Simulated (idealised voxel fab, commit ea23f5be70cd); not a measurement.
Presented below is a process module, voxel self aligned vias.
We display cut, a cross-section 235 nm in width whose square cells are each 5 nm.
This document writes a cross-section as a grid whose cells are square, and gives it as bands, listed from the top down; one or more rows of cells form a band.
Band: top and bottom heights (nm) first, top before bottom; then materials from left to right, widths in nm. "everywhere" marks a sole material filling the band edge to edge. "air" denotes empty space.
Height 0 is the level under which the wafer as received is all one material. The lowest band goes on downwards, as in "0 nm and below".
The notation "30 to 40" denotes a width that varies across the rows of cells in the band, beginning at the first number in the top row, finishing at the second number in the bottom row, and changing by an identical amount from each row to the next.
It should be understood that the words "remained unchanged", when stated for a given step, signify that the cross-section underwent no change in any of its cells during that step.
"Unvented cavities" specifies each empty space that is not open to the top and that occupies no fewer than 8 cells, using the form width x height at distance, the distance measured from the left edge and all three quantities in nm.
On each step's line, the part that comes after the settings is the simulator's own comment on the step.
overlay nm: for a step with a mask, the amount by which the mask lay right of where it was planned; a negative amount means left of it.
List of planned process steps
1) RECEIVE [material Si]
2) CONFORMAL_DEP [material SiO2] [thk nm 10]
3) CONFORMAL_DEP [material SiCN] [thk nm 5]
4) DIRECTIONAL_DEP [material lowk] [thk nm 30]
5) PATTERN [tone open] [mask id LINES] [material resist] [width nm 25] [pitch nm 65] [thk nm 15] [overlay nm 0]
6) DIRECTIONAL_ETCH [etch materials lowk] [depth nm 30]
7) STRIP [etch materials resist]
8) CONFORMAL_DEP [material TiN] [thk nm 5]
9) FILL_DEP [material Ru] [thk nm 5]
10) CMP [height nm 45]
11) SELECTIVE_ETCH [etch materials W Ru TiN] [depth nm 5]
12) FILL_DEP [material SiN] [thk nm 5]
13) CMP [height nm 45]
14) DIRECTIONAL_DEP [material lowk] [thk nm 20]
15) MASKED_ETCH [tone open] [mask id VIAS] [width nm 35] [pitch nm 65] [etch materials lowk] [depth nm 20] [overlay nm 0]
16) MASKED_ETCH [tone open] [mask id VIAS] [width nm 35] [pitch nm 65] [etch materials SiN] [depth nm 5] [overlay nm 0]
17) CONFORMAL_DEP [material TiN] [thk nm 5]
18) FILL_DEP [material W] [thk nm 10]
19) CMP [height nm 65]
20) CONFORMAL_DEP [material SiN] [thk nm 5]
The cross-section here shows the wafer as received, i.e. in its state after step 1
    0 nm and below: Si everywhere
    Unvented cavities: none
Starting wafer: above. Plan: above. Run: one mistake. Cross-section after the module: below
    70 nm to 65 nm: SiN everywhere
    65 nm to 50 nm: 35 lowk / 5 TiN / 25 W / 5 TiN / 30 lowk / 5 TiN / 25 W / 5 TiN / 30 lowk / 5 TiN / 25 W / 5 TiN / 35 lowk
    50 nm to 45 nm: 35 lowk / 15 TiN / 5 W / 15 TiN / 30 lowk / 15 TiN / 5 W / 15 TiN / 30 lowk / 15 TiN / 5 W / 15 TiN / 35 lowk
    45 nm to 40 nm: 40 lowk / 5 SiCN / 15 TiN / 5 SiCN / 40 lowk / 5 SiCN / 15 TiN / 5 SiCN / 40 lowk / 5 SiCN / 15 TiN / 5 SiCN / 40 lowk
    40 nm to 20 nm: 40 lowk / 5 SiCN / 15 Ru / 5 SiCN / 40 lowk / 5 SiCN / 15 Ru / 5 SiCN / 40 lowk / 5 SiCN / 15 Ru / 5 SiCN / 40 lowk
    20 nm to 15 nm: 40 lowk / 25 SiCN / 40 lowk / 25 SiCN / 40 lowk / 25 SiCN / 40 lowk
    15 nm to 10 nm: SiCN everywhere
    10 nm to 0 nm: SiO2 everywhere
    0 nm and below: Si everywhere
    Unvented cavities: none
Plan not followed: step 8 was run on a setting that differed from the plan, and what really ran there is CONFORMAL_DEP [material SiCN] [thk nm 5]
